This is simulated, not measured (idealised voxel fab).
Process module in this document: voxel capacitor over wiring
In the cross-section labelled cut, the width is 160 nm and each square cell is 5 nm.
In what follows, cross-sections appear as grids of square cells, described through bands that run from the top down, where every band is one or more rows of cells. Band: top and bottom heights (nm) first, top before bottom; then materials from left to right, widths in nm. "throughout" marks a sole material filling the band edge to edge. "air" denotes empty space. The level at which height equals 0 is the one under which the wafer, as it arrives, is entirely one material. No lower edge exists for the bottom band, which continues downward and is notated as in "top 0, no bottom". The two numbers in a width such as "30->40" mark its ends across the band: the first belongs to the top row of cells, the second to the bottom row, and from each row to the next the width moves by the same amount. "remains unaltered" after a step means that no cell of the cross-section changed. The list in "Tabulated closed voids" covers empty spaces of 8 cells or more that cannot reach the top through any open way, and it gives each as width x height at distance; the distance is from the left edge, and width, height and distance are in nm. Read whatever lies past the settings on a step's line as the simulator's own remark about the step. "overlay nm", when on a step's line for a step with a mask, measures how far to the right of its planned place the mask lay; a negative measure means to the left.

# The process steps that were planned are listed below
1. RECEIVE with material Si
2. CONFORMAL_DEP with material SiO2, thk nm 10
3. DIRECTIONAL_DEP with material TiN, thk nm 5
4. DIRECTIONAL_DEP with material Ru, thk nm 25
5. DIRECTIONAL_DEP with material aC, thk nm 10
6. PATTERN with tone cover, mask id METAL_1, material resist, width nm 20, pitch nm 85, thk nm 30, overlay nm 0
7. DIRECTIONAL_ETCH with etch materials aC, depth nm 10
8. STRIP with etch materials resist
9. DIRECTIONAL_ETCH with etch materials Ru, depth nm 25
10. DIRECTIONAL_ETCH with etch materials TiN, depth nm 5
11. STRIP with etch materials aC
12. FILL_DEP with material lowk, thk nm 10
13. CMP with height nm 40
14. CONFORMAL_DEP with material SiCN, thk nm 5
15. DIRECTIONAL_DEP with material lowk, thk nm 15
16. PATTERN with tone open, mask id PLUG_1, material resist, width nm 15, thk nm 15, overlay nm 0
17. DIRECTIONAL_ETCH with etch materials lowk, depth nm 15
18. DIRECTIONAL_ETCH with etch materials SiCN, depth nm 5
19. STRIP with etch materials resist
20. EPI with material Ru, thk nm 10
21. EPI with material Ru, thk nm 10
22. DIRECTIONAL_DEP with material TiN, thk nm 5
23. DIRECTIONAL_DEP with material HfO2, thk nm 5
24. DIRECTIONAL_DEP with material TiN, thk nm 10
25. PATTERN with tone cover, mask id UPPER_PLATE, material resist, width nm 70, thk nm 15, overlay nm 0
26. DIRECTIONAL_ETCH with etch materials TiN, depth nm 10
27. DIRECTIONAL_ETCH with etch materials HfO2, depth nm 5
28. STRIP with etch materials resist
29. DIRECTIONAL_DEP with material aC, thk nm 15
30. PATTERN with tone cover, mask id LOWER_PLATE, material resist, width nm 80, thk nm 35, overlay nm 0
31. DIRECTIONAL_ETCH with etch materials aC, depth nm 15
32. STRIP with etch materials resist
33. DIRECTIONAL_ETCH with etch materials TiN, depth nm 5
34. STRIP with etch materials aC
35. FILL_DEP with material SiO2, thk nm 15
36. CMP with height nm 90
37. MASKED_ETCH with tone open, mask id PLUG_2, width nm 15, etch materials SiO2, depth nm 10, overlay nm 0
38. CONFORMAL_DEP with material TiN, thk nm 5
39. FILL_DEP with material Ru, thk nm 10
40. CMP with height nm 90
41. CONFORMAL_DEP with material SiCN, thk nm 5

# First wafer out of two, processed as planned

# Incoming wafer in cross-section (state: after step 1)
- top 0, no bottom: Si throughout
- Tabulated closed voids: none

# You're looking at a cross-section of the wafer after step 2
- top 10, bottom 0: SiO2 throughout
- Everything under 0 stays put, no change at all.

# You're looking at a cross-section of the wafer after step 3
- top 15, bottom 10: TiN throughout
- Everything under 10 stays put, no change at all.

# You're looking at a cross-section of the wafer after step 4
- top 40, bottom 15: Ru throughout
- Everything under 15 stays put, no change at all.

# You're looking at a cross-section of the wafer after step 5
- top 50, bottom 40: aC throughout
- Everything under 40 stays put, no change at all.

# You're looking at a cross-section of the wafer after step 6
- top 80, bottom 50: 25 of air / 20 of resist / 65 of air / 20 of resist / 30 of air
- Everything under 50 stays put, no change at all.

# You're looking at a cross-section of the wafer after step 7
- top 70, bottom 50: 25 of air / 20 of resist / 65 of air / 20 of resist / 30 of air
- top 50, bottom 40: 25 of air / 20 of aC / 65 of air / 20 of aC / 30 of air
- Everything under 40 stays put, no change at all.

# You're looking at a cross-section of the wafer after step 8
- top 50, bottom 40: 25 of air / 20 of aC / 65 of air / 20 of aC / 30 of air
- Everything under 40 stays put, no change at all.

# You're looking at a cross-section of the wafer after step 9
- top 50, bottom 40: 25 of air / 20 of aC / 65 of air / 20 of aC / 30 of air
- top 40, bottom 15: 25 of air / 20 of Ru / 65 of air / 20 of Ru / 30 of air
- Everything under 15 stays put, no change at all.

# You're looking at a cross-section of the wafer after step 10
- top 50, bottom 40: 25 of air / 20 of aC / 65 of air / 20 of aC / 30 of air
- top 40, bottom 15: 25 of air / 20 of Ru / 65 of air / 20 of Ru / 30 of air
- top 15, bottom 10: 25 of air / 20 of TiN / 65 of air / 20 of TiN / 30 of air
- Everything under 10 stays put, no change at all.

# You're looking at a cross-section of the wafer after step 11
- top 40, bottom 15: 25 of air / 20 of Ru / 65 of air / 20 of Ru / 30 of air
- Everything under 15 stays put, no change at all.

# You're looking at a cross-section of the wafer after step 12
- top 50, bottom 40: lowk throughout
- top 40, bottom 15: 25 of lowk / 20 of Ru / 65 of lowk / 20 of Ru / 30 of lowk
- top 15, bottom 10: 25 of lowk / 20 of TiN / 65 of lowk / 20 of TiN / 30 of lowk
- Everything under 10 stays put, no change at all.

# You're looking at a cross-section of the wafer after step 13
- top 40, bottom 15: 25 of lowk / 20 of Ru / 65 of lowk / 20 of Ru / 30 of lowk
- Everything under 15 stays put, no change at all.

# You're looking at a cross-section of the wafer after step 14
- top 45, bottom 40: SiCN throughout
- Everything under 40 stays put, no change at all.

# You're looking at a cross-section of the wafer after step 15
- top 60, bottom 45: lowk throughout
- Everything under 45 stays put, no change at all.

# You're looking at a cross-section of the wafer after step 16
- top 75, bottom 60: 30 of resist / 15 of air / 115 of resist
- Everything under 60 stays put, no change at all.

# You're looking at a cross-section of the wafer after step 17
- top 75, bottom 60: 30 of resist / 15 of air / 115 of resist
- top 60, bottom 45: 30 of lowk / 15 of air / 115 of lowk
- Everything under 45 stays put, no change at all.

# You're looking at a cross-section of the wafer after step 18
- top 75, bottom 60: 30 of resist / 15 of air / 115 of resist
- top 60, bottom 45: 30 of lowk / 15 of air / 115 of lowk
- top 45, bottom 40: 30 of SiCN / 15 of air / 115 of SiCN
- Everything under 40 stays put, no change at all.

# You're looking at a cross-section of the wafer after step 19
- top 60, bottom 45: 30 of lowk / 15 of air / 115 of lowk
- Everything under 45 stays put, no change at all.

# You're looking at a cross-section of the wafer after step 20
- top 60, bottom 50: 30 of lowk / 15 of air / 115 of lowk
- top 50, bottom 45: 30 of lowk / 15 of Ru / 115 of lowk
- top 45, bottom 40: 30 of SiCN / 15 of Ru / 115 of SiCN
- Everything under 40 stays put, no change at all.

# You're looking at a cross-section of the wafer after step 21
- top 60, bottom 45: 30 of lowk / 15 of Ru / 115 of lowk
- Everything under 45 stays put, no change at all.

# You're looking at a cross-section of the wafer after step 22
- top 65, bottom 60: TiN throughout
- Everything under 60 stays put, no change at all.

# You're looking at a cross-section of the wafer after step 23
- top 70, bottom 65: HfO2 throughout
- Everything under 65 stays put, no change at all.

# You're looking at a cross-section of the wafer after step 24
- top 80, bottom 70: TiN throughout
- Everything under 70 stays put, no change at all.

# You're looking at a cross-section of the wafer after step 25
- top 95, bottom 80: 30 of air / 70 of resist / 60 of air
- Everything under 80 stays put, no change at all.

# You're looking at a cross-section of the wafer after step 26
- top 95, bottom 80: 30 of air / 70 of resist / 60 of air
- top 80, bottom 70: 30 of air / 70 of TiN / 60 of air
- Everything under 70 stays put, no change at all.

# You're looking at a cross-section of the wafer after step 27
- top 95, bottom 80: 30 of air / 70 of resist / 60 of air
- top 80, bottom 70: 30 of air / 70 of TiN / 60 of air
- top 70, bottom 65: 30 of air / 70 of HfO2 / 60 of air
- Everything under 65 stays put, no change at all.

# You're looking at a cross-section of the wafer after step 28
- top 80, bottom 70: 30 of air / 70 of TiN / 60 of air
- Everything under 70 stays put, no change at all.

# You're looking at a cross-section of the wafer after step 29
- top 95, bottom 80: 30 of air / 70 of aC / 60 of air
- top 80, bottom 70: 30 of aC / 70 of TiN / 60 of aC
- top 70, bottom 65: 30 of aC / 70 of HfO2 / 60 of aC
- Everything under 65 stays put, no change at all.

# You're looking at a cross-section of the wafer after step 30
- top 130, bottom 95: 25 of air / 80 of resist / 55 of air
- top 95, bottom 80: 25 of air / 5 of resist / 70 of aC / 5 of resist / 55 of air
- Everything under 80 stays put, no change at all.

# You're looking at a cross-section of the wafer after step 31
- top 115, bottom 95: 25 of air / 80 of resist / 55 of air
- top 95, bottom 80: 25 of air / 5 of resist / 70 of aC / 5 of resist / 55 of air
- top 80, bottom 70: 25 of air / 5 of aC / 70 of TiN / 5 of aC / 55 of air
- top 70, bottom 65: 25 of air / 5 of aC / 70 of HfO2 / 5 of aC / 55 of air
- Everything under 65 stays put, no change at all.

# You're looking at a cross-section of the wafer after step 32
- top 95, bottom 80: 30 of air / 70 of aC / 60 of air
- Everything under 80 stays put, no change at all.

# You're looking at a cross-section of the wafer after step 33
- top 95, bottom 80: 30 of air / 70 of aC / 60 of air
- top 80, bottom 70: 25 of air / 5 of aC / 70 of TiN / 5 of aC / 55 of air
- top 70, bottom 65: 25 of air / 5 of aC / 70 of HfO2 / 5 of aC / 55 of air
- top 65, bottom 60: 25 of air / 80 of TiN / 55 of air
- Everything under 60 stays put, no change at all.

# You're looking at a cross-section of the wafer after step 34
- top 80, bottom 70: 30 of air / 70 of TiN / 60 of air
- top 70, bottom 65: 30 of air / 70 of HfO2 / 60 of air
- Everything under 65 stays put, no change at all.

# You're looking at a cross-section of the wafer after step 35
- top 95, bottom 80: SiO2 throughout
- top 80, bottom 70: 30 of SiO2 / 70 of TiN / 60 of SiO2
- top 70, bottom 65: 30 of SiO2 / 70 of HfO2 / 60 of SiO2
- top 65, bottom 60: 25 of SiO2 / 80 of TiN / 55 of SiO2
- Everything under 60 stays put, no change at all.

# You're looking at a cross-section of the wafer after step 36
- top 90, bottom 80: SiO2 throughout
- Everything under 80 stays put, no change at all.

# You're looking at a cross-section of the wafer after step 37
- top 90, bottom 80: 40 of SiO2 / 15 of air / 105 of SiO2
- Everything under 80 stays put, no change at all.

# You're looking at a cross-section of the wafer after step 38
- top 95, bottom 90: 45 of TiN / 5 of air / 110 of TiN
- top 90, bottom 85: 40 of SiO2 / 5 of TiN / 5 of air / 5 of TiN / 105 of SiO2
- top 85, bottom 80: 40 of SiO2 / 15 of TiN / 105 of SiO2
- Everything under 80 stays put, no change at all.

# You're looking at a cross-section of the wafer after step 39
- top 105, bottom 95: Ru throughout
- top 95, bottom 90: 45 of TiN / 5 of Ru / 110 of TiN
- top 90, bottom 85: 40 of SiO2 / 5 of TiN / 5 of Ru / 5 of TiN / 105 of SiO2
- Everything under 85 stays put, no change at all.

# You're looking at a cross-section of the wafer after step 40
- top 90, bottom 85: 40 of SiO2 / 5 of TiN / 5 of Ru / 5 of TiN / 105 of SiO2
- Everything under 85 stays put, no change at all.

# You're looking at a cross-section of the wafer after step 41
- top 95, bottom 90: SiCN throughout
- Everything under 90 stays put, no change at all.

# Second wafer, same starting conditions and recipe as the first, one mistake in executing it, nothing differs from the first up to and including step 1

# Here is the second wafer in cross-section at the point where step 2 of the plan should have been done
- top 10, bottom 0: SiCN throughout
- Everything under 0 stays put, no change at all.

# Here is the second wafer in cross-section at the point where step 3 of the plan should have been done
- top 15, bottom 10: TiN throughout
- Everything under 10 stays put, no change at all.

# Here is the second wafer in cross-section at the point where step 4 of the plan should have been done
- top 40, bottom 15: Ru throughout
- Everything under 15 stays put, no change at all.

# Here is the second wafer in cross-section at the point where step 5 of the plan should have been done
- top 50, bottom 40: aC throughout
- Everything under 40 stays put, no change at all.

# Here is the second wafer in cross-section at the point where step 6 of the plan should have been done
- top 80, bottom 50: 25 of air / 20 of resist / 65 of air / 20 of resist / 30 of air
- Everything under 50 stays put, no change at all.

# Here is the second wafer in cross-section at the point where step 7 of the plan should have been done
- top 70, bottom 50: 25 of air / 20 of resist / 65 of air / 20 of resist / 30 of air
- top 50, bottom 40: 25 of air / 20 of aC / 65 of air / 20 of aC / 30 of air
- Everything under 40 stays put, no change at all.

# Here is the second wafer in cross-section at the point where step 8 of the plan should have been done
- top 50, bottom 40: 25 of air / 20 of aC / 65 of air / 20 of aC / 30 of air
- Everything under 40 stays put, no change at all.

# Here is the second wafer in cross-section at the point where step 9 of the plan should have been done
- top 50, bottom 40: 25 of air / 20 of aC / 65 of air / 20 of aC / 30 of air
- top 40, bottom 15: 25 of air / 20 of Ru / 65 of air / 20 of Ru / 30 of air
- Everything under 15 stays put, no change at all.

# Here is the second wafer in cross-section at the point where step 10 of the plan should have been done
- top 50, bottom 40: 25 of air / 20 of aC / 65 of air / 20 of aC / 30 of air
- top 40, bottom 15: 25 of air / 20 of Ru / 65 of air / 20 of Ru / 30 of air
- top 15, bottom 10: 25 of air / 20 of TiN / 65 of air / 20 of TiN / 30 of air
- Everything under 10 stays put, no change at all.

# Here is the second wafer in cross-section at the point where step 11 of the plan should have been done
- top 40, bottom 15: 25 of air / 20 of Ru / 65 of air / 20 of Ru / 30 of air
- Everything under 15 stays put, no change at all.

# Here is the second wafer in cross-section at the point where step 12 of the plan should have been done
- top 50, bottom 40: lowk throughout
- top 40, bottom 15: 25 of lowk / 20 of Ru / 65 of lowk / 20 of Ru / 30 of lowk
- top 15, bottom 10: 25 of lowk / 20 of TiN / 65 of lowk / 20 of TiN / 30 of lowk
- Everything under 10 stays put, no change at all.

# Here is the second wafer in cross-section at the point where step 13 of the plan should have been done
- top 40, bottom 15: 25 of lowk / 20 of Ru / 65 of lowk / 20 of Ru / 30 of lowk
- Everything under 15 stays put, no change at all.

# Here is the second wafer in cross-section at the point where step 14 of the plan should have been done
- top 45, bottom 40: SiCN throughout
- Everything under 40 stays put, no change at all.

# Here is the second wafer in cross-section at the point where step 15 of the plan should have been done
- top 60, bottom 45: lowk throughout
- Everything under 45 stays put, no change at all.

# Here is the second wafer in cross-section at the point where step 16 of the plan should have been done
- top 75, bottom 60: 30 of resist / 15 of air / 115 of resist
- Everything under 60 stays put, no change at all.

# Here is the second wafer in cross-section at the point where step 17 of the plan should have been done
- top 75, bottom 60: 30 of resist / 15 of air / 115 of resist
- top 60, bottom 45: 30 of lowk / 15 of air / 115 of lowk
- Everything under 45 stays put, no change at all.

# Here is the second wafer in cross-section at the point where step 18 of the plan should have been done
- top 75, bottom 60: 30 of resist / 15 of air / 115 of resist
- top 60, bottom 45: 30 of lowk / 15 of air / 115 of lowk
- top 45, bottom 40: 30 of SiCN / 15 of air / 115 of SiCN
- Everything under 40 stays put, no change at all.

# Here is the second wafer in cross-section at the point where step 19 of the plan should have been done
- top 60, bottom 45: 30 of lowk / 15 of air / 115 of lowk
- Everything under 45 stays put, no change at all.

# Here is the second wafer in cross-section at the point where step 20 of the plan should have been done
- top 60, bottom 50: 30 of lowk / 15 of air / 115 of lowk
- top 50, bottom 45: 30 of lowk / 15 of Ru / 115 of lowk
- top 45, bottom 40: 30 of SiCN / 15 of Ru / 115 of SiCN
- Everything under 40 stays put, no change at all.

# Here is the second wafer in cross-section at the point where step 21 of the plan should have been done
- top 60, bottom 45: 30 of lowk / 15 of Ru / 115 of lowk
- Everything under 45 stays put, no change at all.

# Here is the second wafer in cross-section at the point where step 22 of the plan should have been done
- top 65, bottom 60: TiN throughout
- Everything under 60 stays put, no change at all.

# Here is the second wafer in cross-section at the point where step 23 of the plan should have been done
- top 70, bottom 65: HfO2 throughout
- Everything under 65 stays put, no change at all.

# Here is the second wafer in cross-section at the point where step 24 of the plan should have been done
- top 80, bottom 70: TiN throughout
- Everything under 70 stays put, no change at all.

# Here is the second wafer in cross-section at the point where step 25 of the plan should have been done
- top 95, bottom 80: 30 of air / 70 of resist / 60 of air
- Everything under 80 stays put, no change at all.

# Here is the second wafer in cross-section at the point where step 26 of the plan should have been done
- top 95, bottom 80: 30 of air / 70 of resist / 60 of air
- top 80, bottom 70: 30 of air / 70 of TiN / 60 of air
- Everything under 70 stays put, no change at all.

# Here is the second wafer in cross-section at the point where step 27 of the plan should have been done
- top 95, bottom 80: 30 of air / 70 of resist / 60 of air
- top 80, bottom 70: 30 of air / 70 of TiN / 60 of air
- top 70, bottom 65: 30 of air / 70 of HfO2 / 60 of air
- Everything under 65 stays put, no change at all.

# Here is the second wafer in cross-section at the point where step 28 of the plan should have been done
- top 80, bottom 70: 30 of air / 70 of TiN / 60 of air
- Everything under 70 stays put, no change at all.

# Here is the second wafer in cross-section at the point where step 29 of the plan should have been done
- top 95, bottom 80: 30 of air / 70 of aC / 60 of air
- top 80, bottom 70: 30 of aC / 70 of TiN / 60 of aC
- top 70, bottom 65: 30 of aC / 70 of HfO2 / 60 of aC
- Everything under 65 stays put, no change at all.

# Here is the second wafer in cross-section at the point where step 30 of the plan should have been done
- top 130, bottom 95: 25 of air / 80 of resist / 55 of air
- top 95, bottom 80: 25 of air / 5 of resist / 70 of aC / 5 of resist / 55 of air
- Everything under 80 stays put, no change at all.

# Here is the second wafer in cross-section at the point where step 31 of the plan should have been done
- top 115, bottom 95: 25 of air / 80 of resist / 55 of air
- top 95, bottom 80: 25 of air / 5 of resist / 70 of aC / 5 of resist / 55 of air
- top 80, bottom 70: 25 of air / 5 of aC / 70 of TiN / 5 of aC / 55 of air
- top 70, bottom 65: 25 of air / 5 of aC / 70 of HfO2 / 5 of aC / 55 of air
- Everything under 65 stays put, no change at all.

# Here is the second wafer in cross-section at the point where step 32 of the plan should have been done
- top 95, bottom 80: 30 of air / 70 of aC / 60 of air
- Everything under 80 stays put, no change at all.

# Here is the second wafer in cross-section at the point where step 33 of the plan should have been done
- top 95, bottom 80: 30 of air / 70 of aC / 60 of air
- top 80, bottom 70: 25 of air / 5 of aC / 70 of TiN / 5 of aC / 55 of air
- top 70, bottom 65: 25 of air / 5 of aC / 70 of HfO2 / 5 of aC / 55 of air
- top 65, bottom 60: 25 of air / 80 of TiN / 55 of air
- Everything under 60 stays put, no change at all.

# Here is the second wafer in cross-section at the point where step 34 of the plan should have been done
- top 80, bottom 70: 30 of air / 70 of TiN / 60 of air
- top 70, bottom 65: 30 of air / 70 of HfO2 / 60 of air
- Everything under 65 stays put, no change at all.

# Here is the second wafer in cross-section at the point where step 35 of the plan should have been done
- top 95, bottom 80: SiO2 throughout
- top 80, bottom 70: 30 of SiO2 / 70 of TiN / 60 of SiO2
- top 70, bottom 65: 30 of SiO2 / 70 of HfO2 / 60 of SiO2
- top 65, bottom 60: 25 of SiO2 / 80 of TiN / 55 of SiO2
- Everything under 60 stays put, no change at all.

# Here is the second wafer in cross-section at the point where step 36 of the plan should have been done
- top 90, bottom 80: SiO2 throughout
- Everything under 80 stays put, no change at all.

# Here is the second wafer in cross-section at the point where step 37 of the plan should have been done
- top 90, bottom 80: 40 of SiO2 / 15 of air / 105 of SiO2
- Everything under 80 stays put, no change at all.

# Here is the second wafer in cross-section at the point where step 38 of the plan should have been done
- top 95, bottom 90: 45 of TiN / 5 of air / 110 of TiN
- top 90, bottom 85: 40 of SiO2 / 5 of TiN / 5 of air / 5 of TiN / 105 of SiO2
- top 85, bottom 80: 40 of SiO2 / 15 of TiN / 105 of SiO2
- Everything under 80 stays put, no change at all.

# Here is the second wafer in cross-section at the point where step 39 of the plan should have been done
- top 105, bottom 95: Ru throughout
- top 95, bottom 90: 45 of TiN / 5 of Ru / 110 of TiN
- top 90, bottom 85: 40 of SiO2 / 5 of TiN / 5 of Ru / 5 of TiN / 105 of SiO2
- Everything under 85 stays put, no change at all.

# Here is the second wafer in cross-section at the point where step 40 of the plan should have been done
- top 90, bottom 85: 40 of SiO2 / 5 of TiN / 5 of Ru / 5 of TiN / 105 of SiO2
- Everything under 85 stays put, no change at all.

# Here is the second wafer in cross-section at the point where step 41 of the plan should have been done
- top 95, bottom 90: SiCN throughout
- Everything under 90 stays put, no change at all.
Want to know what went wrong? rather than as planned, step 2 actually ran as CONFORMAL_DEP with material SiCN, thk nm 10
Final cells, second wafer relative to first, materials higher or lower: SiCN: 64 more, SiO2: 64 fewer
